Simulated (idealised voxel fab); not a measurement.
Documented hereafter: the process module known as voxel capacitor over wiring.
For reference, the cross-section in this document is cut, with width 190 nm and square cells of 5 nm.
Throughout this document, each cross-section is represented as a grid of square cells and is presented as a sequence of bands enumerated from the top downward, where a band comprises one or more rows of cells.
For a band, the entry starts with two heights in nm, that of the top and then that of the bottom, and carries on with the band's materials in order from left to right, each alongside its width in nm; the word "full width" beside a single material means it fills the band edge to edge, and "air" means empty space.
The reference from which all heights are counted is 0, the level beneath which the as-received wafer is entirely one material; the lowest band, having no lower bound, proceeds downward and is written after the example "0..down".
Graded width ("30..40"): value in top row of band = first number; value in bottom row = second number; row-to-row change constant.
"nothing changed" for a step: no cell of the cross-section changed in that step.
"Completely enclosed voids" enumerates empty spaces isolated from the top, with no open way to it, that contain at least 8 cells, giving each as width x height at distance from the left edge, all three in nm.
The remark found on a step's line after its settings is issued by the simulator itself and pertains to that step.
"overlay nm" on a masked step: distance the mask lay right of its planned place, negative for left.

Intended process steps
1) op RECEIVE | material Si
2) op CONFORMAL_DEP | material SiO2 | thk nm 15
3) op DIRECTIONAL_DEP | material TiN | thk nm 5
4) op DIRECTIONAL_DEP | material Ru | thk nm 15
5) op PATTERN | tone cover | mask id METAL_1 | material resist | width nm 30 | pitch nm 95 | thk nm 20 | overlay nm 0
6) op DIRECTIONAL_ETCH | etch materials Ru | depth nm 15
7) op DIRECTIONAL_ETCH | etch materials TiN | depth nm 5
8) op STRIP | etch materials resist
9) op FILL_DEP | material lowk | thk nm 5
10) op CMP | height nm 35
11) op CONFORMAL_DEP | material SiCN | thk nm 5
12) op DIRECTIONAL_DEP | material SiO2 | thk nm 20
13) op DIRECTIONAL_DEP | material aC | thk nm 10
14) op PATTERN | tone open | mask id PLUG_1 | material resist | width nm 15 | thk nm 25 | overlay nm 0
15) op DIRECTIONAL_ETCH | etch materials aC | depth nm 10
16) op STRIP | etch materials resist
17) op DIRECTIONAL_ETCH | etch materials SiO2 | depth nm 20
18) op DIRECTIONAL_ETCH | etch materials SiCN | depth nm 5
19) op STRIP | etch materials aC
20) op EPI | material Ru | thk nm 10
21) op EPI | material Ru | thk nm 10
22) op EPI | material Ru | thk nm 5
23) op DIRECTIONAL_DEP | material TiN | thk nm 5
24) op DIRECTIONAL_DEP | material Al2O3 | thk nm 5
25) op DIRECTIONAL_DEP | material TiN | thk nm 10
26) op DIRECTIONAL_DEP | material aC | thk nm 10
27) op PATTERN | tone cover | mask id UPPER_PLATE | material resist | width nm 70 | thk nm 25 | overlay nm 0
28) op DIRECTIONAL_ETCH | etch materials aC | depth nm 10
29) op STRIP | etch materials resist
30) op DIRECTIONAL_ETCH | etch materials TiN | depth nm 10
31) op DIRECTIONAL_ETCH | etch materials Al2O3 | depth nm 5
32) op STRIP | etch materials aC
33) op DIRECTIONAL_DEP | material aC | thk nm 15
34) op PATTERN | tone cover | mask id LOWER_PLATE | material resist | width nm 80 | thk nm 35 | overlay nm 0
35) op DIRECTIONAL_ETCH | etch materials aC | depth nm 15
36) op STRIP | etch materials resist
37) op DIRECTIONAL_ETCH | etch materials TiN | depth nm 5
38) op STRIP | etch materials aC
39) op FILL_DEP | material SiO2 | thk nm 15
40) op CMP | height nm 90
41) op MASKED_ETCH | tone open | mask id PLUG_2 | width nm 15 | etch materials SiO2 | depth nm 10 | overlay nm 0
42) op CONFORMAL_DEP | material TiN | thk nm 5
43) op FILL_DEP | material W | thk nm 10
44) op CMP | height nm 90
45) op CONFORMAL_DEP | material SiCN | thk nm 5

What follows covers the first of two wafers; it ran as planned

as received, after step 1
0..down  Si full width
Completely enclosed voids: none

You're looking at a cross-section of the wafer after step 2
15..0  SiO2 full width
At heights below 0, the structure remains unaltered.

You're looking at a cross-section of the wafer after step 3
20..15  TiN full width
At heights below 15, the structure remains unaltered.

You're looking at a cross-section of the wafer after step 4
35..20  Ru full width
At heights below 20, the structure remains unaltered.

You're looking at a cross-section of the wafer after step 5
55..35  air (30), resist (30), air (65), resist (30), air (35)
At heights below 35, the structure remains unaltered.

You're looking at a cross-section of the wafer after step 6
55..35  air (30), resist (30), air (65), resist (30), air (35)
35..20  air (30), Ru (30), air (65), Ru (30), air (35)
At heights below 20, the structure remains unaltered.

You're looking at a cross-section of the wafer after step 7
55..35  air (30), resist (30), air (65), resist (30), air (35)
35..20  air (30), Ru (30), air (65), Ru (30), air (35)
20..15  air (30), TiN (30), air (65), TiN (30), air (35)
At heights below 15, the structure remains unaltered.

You're looking at a cross-section of the wafer after step 8
35..20  air (30), Ru (30), air (65), Ru (30), air (35)
At heights below 20, the structure remains unaltered.

You're looking at a cross-section of the wafer after step 9
40..35  lowk full width
35..20  lowk (30), Ru (30), lowk (65), Ru (30), lowk (35)
20..15  lowk (30), TiN (30), lowk (65), TiN (30), lowk (35)
At heights below 15, the structure remains unaltered.

You're looking at a cross-section of the wafer after step 10
35..20  lowk (30), Ru (30), lowk (65), Ru (30), lowk (35)
At heights below 20, the structure remains unaltered.

You're looking at a cross-section of the wafer after step 11
40..35  SiCN full width
At heights below 35, the structure remains unaltered.

You're looking at a cross-section of the wafer after step 12
60..40  SiO2 full width
At heights below 40, the structure remains unaltered.

You're looking at a cross-section of the wafer after step 13
70..60  aC full width
At heights below 60, the structure remains unaltered.

You're looking at a cross-section of the wafer after step 14
95..70  resist (45), air (15), resist (130)
At heights below 70, the structure remains unaltered.

You're looking at a cross-section of the wafer after step 15
85..70  resist (45), air (15), resist (130)
70..60  aC (45), air (15), aC (130)
At heights below 60, the structure remains unaltered.

You're looking at a cross-section of the wafer after step 16
70..60  aC (45), air (15), aC (130)
At heights below 60, the structure remains unaltered.

You're looking at a cross-section of the wafer after step 17
70..60  aC (45), air (15), aC (130)
60..40  SiO2 (45), air (15), SiO2 (130)
At heights below 40, the structure remains unaltered.

You're looking at a cross-section of the wafer after step 18
70..60  aC (45), air (15), aC (130)
60..40  SiO2 (45), air (15), SiO2 (130)
40..35  SiCN (45), air (15), SiCN (130)
At heights below 35, the structure remains unaltered.

You're looking at a cross-section of the wafer after step 19
60..40  SiO2 (45), air (15), SiO2 (130)
At heights below 40, the structure remains unaltered.

You're looking at a cross-section of the wafer after step 20
60..45  SiO2 (45), air (15), SiO2 (130)
45..40  SiO2 (45), Ru (15), SiO2 (130)
40..35  SiCN (45), Ru (15), SiCN (130)
At heights below 35, the structure remains unaltered.

You're looking at a cross-section of the wafer after step 21
60..55  SiO2 (45), air (15), SiO2 (130)
55..40  SiO2 (45), Ru (15), SiO2 (130)
At heights below 40, the structure remains unaltered.

You're looking at a cross-section of the wafer after step 22
60..40  SiO2 (45), Ru (15), SiO2 (130)
At heights below 40, the structure remains unaltered.

You're looking at a cross-section of the wafer after step 23
65..60  TiN full width
At heights below 60, the structure remains unaltered.

You're looking at a cross-section of the wafer after step 24
70..65  Al2O3 full width
At heights below 65, the structure remains unaltered.

You're looking at a cross-section of the wafer after step 25
80..70  TiN full width
At heights below 70, the structure remains unaltered.

You're looking at a cross-section of the wafer after step 26
90..80  aC full width
At heights below 80, the structure remains unaltered.

You're looking at a cross-section of the wafer after step 27
115..90  air (45), resist (70), air (75)
At heights below 90, the structure remains unaltered.

You're looking at a cross-section of the wafer after step 28
105..90  air (45), resist (70), air (75)
90..80  air (45), aC (70), air (75)
At heights below 80, the structure remains unaltered.

You're looking at a cross-section of the wafer after step 29
90..80  air (45), aC (70), air (75)
At heights below 80, the structure remains unaltered.

You're looking at a cross-section of the wafer after step 30
90..80  air (45), aC (70), air (75)
80..70  air (45), TiN (70), air (75)
At heights below 70, the structure remains unaltered.

You're looking at a cross-section of the wafer after step 31
90..80  air (45), aC (70), air (75)
80..70  air (45), TiN (70), air (75)
70..65  air (45), Al2O3 (70), air (75)
At heights below 65, the structure remains unaltered.

You're looking at a cross-section of the wafer after step 32
80..70  air (45), TiN (70), air (75)
At heights below 70, the structure remains unaltered.

You're looking at a cross-section of the wafer after step 33
95..80  air (45), aC (70), air (75)
80..70  aC (45), TiN (70), aC (75)
70..65  aC (45), Al2O3 (70), aC (75)
At heights below 65, the structure remains unaltered.

You're looking at a cross-section of the wafer after step 34
130..95  air (40), resist (80), air (70)
95..80  air (40), resist (5), aC (70), resist (5), air (70)
At heights below 80, the structure remains unaltered.

You're looking at a cross-section of the wafer after step 35
115..95  air (40), resist (80), air (70)
95..80  air (40), resist (5), aC (70), resist (5), air (70)
80..70  air (40), aC (5), TiN (70), aC (5), air (70)
70..65  air (40), aC (5), Al2O3 (70), aC (5), air (70)
At heights below 65, the structure remains unaltered.

You're looking at a cross-section of the wafer after step 36
95..80  air (45), aC (70), air (75)
At heights below 80, the structure remains unaltered.

You're looking at a cross-section of the wafer after step 37
95..80  air (45), aC (70), air (75)
80..70  air (40), aC (5), TiN (70), aC (5), air (70)
70..65  air (40), aC (5), Al2O3 (70), aC (5), air (70)
65..60  air (40), TiN (80), air (70)
At heights below 60, the structure remains unaltered.

You're looking at a cross-section of the wafer after step 38
80..70  air (45), TiN (70), air (75)
70..65  air (45), Al2O3 (70), air (75)
At heights below 65, the structure remains unaltered.

You're looking at a cross-section of the wafer after step 39
95..80  SiO2 full width
80..70  SiO2 (45), TiN (70), SiO2 (75)
70..65  SiO2 (45), Al2O3 (70), SiO2 (75)
65..60  SiO2 (40), TiN (80), SiO2 (70)
At heights below 60, the structure remains unaltered.

You're looking at a cross-section of the wafer after step 40
90..80  SiO2 full width
At heights below 80, the structure remains unaltered.

You're looking at a cross-section of the wafer after step 41
90..80  SiO2 (55), air (15), SiO2 (120)
At heights below 80, the structure remains unaltered.

You're looking at a cross-section of the wafer after step 42
95..90  TiN (60), air (5), TiN (125)
90..85  SiO2 (55), TiN (5), air (5), TiN (5), SiO2 (120)
85..80  SiO2 (55), TiN (15), SiO2 (120)
At heights below 80, the structure remains unaltered.

You're looking at a cross-section of the wafer after step 43
105..95  W full width
95..90  TiN (60), W (5), TiN (125)
90..85  SiO2 (55), TiN (5), W (5), TiN (5), SiO2 (120)
At heights below 85, the structure remains unaltered.

You're looking at a cross-section of the wafer after step 44
90..85  SiO2 (55), TiN (5), W (5), TiN (5), SiO2 (120)
At heights below 85, the structure remains unaltered.

You're looking at a cross-section of the wafer after step 45
95..90  SiCN full width
At heights below 90, the structure remains unaltered.

Wafer two. Same start, same plan, one slip in execution. Same as wafer one through step 21, inclusive

Second wafer, cross-section, planned end of step 22
65..60  TiN (45), air (15), TiN (130)
60..55  SiO2 (45), TiN (15), SiO2 (130)
At heights below 55, the structure remains unaltered.

Second wafer, cross-section, planned end of step 23
70..65  Ru (50), air (5), Ru (135)
65..60  TiN (45), Ru (15), TiN (130)
At heights below 60, the structure remains unaltered.

Second wafer, cross-section, planned end of step 24
75..70  Al2O3 (50), air (5), Al2O3 (135)
70..65  Ru (50), Al2O3 (5), Ru (135)
At heights below 65, the structure remains unaltered.

Second wafer, cross-section, planned end of step 25
85..80  TiN (50), air (5), TiN (135)
80..75  TiN full width
75..70  Al2O3 (50), TiN (5), Al2O3 (135)
At heights below 70, the structure remains unaltered.

Second wafer, cross-section, planned end of step 26
95..90  aC (50), air (5), aC (135)
90..85  aC full width
85..80  TiN (50), aC (5), TiN (135)
At heights below 80, the structure remains unaltered.

Second wafer, cross-section, planned end of step 27
120..95  air (45), resist (70), air (75)
95..90  aC (50), resist (5), aC (135)
At heights below 90, the structure remains unaltered.

Second wafer, cross-section, planned end of step 28
110..95  air (45), resist (70), air (75)
95..90  air (45), aC (5), resist (5), aC (60), air (75)
90..85  air (45), aC (70), air (75)
At heights below 85, the structure remains unaltered.

Second wafer, cross-section, planned end of step 29
95..90  air (45), aC (5), air (5), aC (60), air (75)
At heights below 90, the structure remains unaltered.

Second wafer, cross-section, planned end of step 30
95..90  air (45), aC (5), air (5), aC (60), air (75)
90..85  air (45), aC (70), air (75)
85..80  air (45), TiN (5), aC (5), TiN (60), air (75)
80..75  air (45), TiN (70), air (75)
At heights below 75, the structure remains unaltered.

Second wafer, cross-section, planned end of step 31
95..90  air (45), aC (5), air (5), aC (60), air (75)
90..85  air (45), aC (70), air (75)
85..80  air (45), TiN (5), aC (5), TiN (60), air (75)
80..75  air (45), TiN (70), air (75)
75..70  air (45), Al2O3 (5), TiN (5), Al2O3 (60), air (75)
At heights below 70, the structure remains unaltered.

Second wafer, cross-section, planned end of step 32
85..80  air (45), TiN (5), air (5), TiN (60), air (75)
At heights below 80, the structure remains unaltered.

Second wafer, cross-section, planned end of step 33
100..95  air (45), aC (5), air (5), aC (60), air (75)
95..85  air (45), aC (70), air (75)
85..80  aC (45), TiN (5), aC (5), TiN (60), aC (75)
80..75  aC (45), TiN (70), aC (75)
75..70  aC (45), Al2O3 (5), TiN (5), Al2O3 (60), aC (75)
At heights below 70, the structure remains unaltered.

Second wafer, cross-section, planned end of step 34
135..100  air (40), resist (80), air (70)
100..95  air (40), resist (5), aC (5), resist (5), aC (60), resist (5), air (70)
95..85  air (40), resist (5), aC (70), resist (5), air (70)
At heights below 85, the structure remains unaltered.

Second wafer, cross-section, planned end of step 35
120..100  air (40), resist (80), air (70)
100..95  air (40), resist (5), aC (5), resist (5), aC (60), resist (5), air (70)
95..85  air (40), resist (5), aC (70), resist (5), air (70)
85..80  air (40), aC (5), TiN (5), aC (5), TiN (60), aC (5), air (70)
80..75  air (40), aC (5), TiN (70), aC (5), air (70)
75..70  air (40), aC (5), Al2O3 (5), TiN (5), Al2O3 (60), aC (5), air (70)
At heights below 70, the structure remains unaltered.

Second wafer, cross-section, planned end of step 36
100..95  air (45), aC (5), air (5), aC (60), air (75)
95..85  air (45), aC (70), air (75)
At heights below 85, the structure remains unaltered.

Second wafer, cross-section, planned end of step 37: nothing changed

Second wafer, cross-section, planned end of step 38
85..80  air (45), TiN (5), air (5), TiN (60), air (75)
80..75  air (45), TiN (70), air (75)
75..70  air (45), Al2O3 (5), TiN (5), Al2O3 (60), air (75)
At heights below 70, the structure remains unaltered.

Second wafer, cross-section, planned end of step 39
100..85  SiO2 full width
85..80  SiO2 (45), TiN (5), SiO2 (5), TiN (60), SiO2 (75)
80..75  SiO2 (45), TiN (70), SiO2 (75)
75..70  SiO2 (45), Al2O3 (5), TiN (5), Al2O3 (60), SiO2 (75)
At heights below 70, the structure remains unaltered.

Second wafer, cross-section, planned end of step 40
90..85  SiO2 full width
At heights below 85, the structure remains unaltered.

Second wafer, cross-section, planned end of step 41
90..85  SiO2 (55), air (15), SiO2 (120)
At heights below 85, the structure remains unaltered.

Second wafer, cross-section, planned end of step 42
95..90  TiN (60), air (5), TiN (125)
90..85  SiO2 (55), TiN (15), SiO2 (120)
At heights below 85, the structure remains unaltered.

Second wafer, cross-section, planned end of step 43
105..95  W full width
95..90  TiN (60), W (5), TiN (125)
At heights below 90, the structure remains unaltered.

Second wafer, cross-section, planned end of step 44
90..85  SiO2 (55), TiN (15), SiO2 (120)
At heights below 85, the structure remains unaltered.

Second wafer, cross-section, planned end of step 45
95..90  SiCN full width
At heights below 90, the structure remains unaltered.
What went wrong in running the wafer? step 22 ran in the slot meant for step 23, and vice versa
Final tally in cells, some materials are higher or lower on the second wafer than on the first: Ru: 37 more | SiO2: 56 fewer | TiN: 20 more | W: 1 fewer
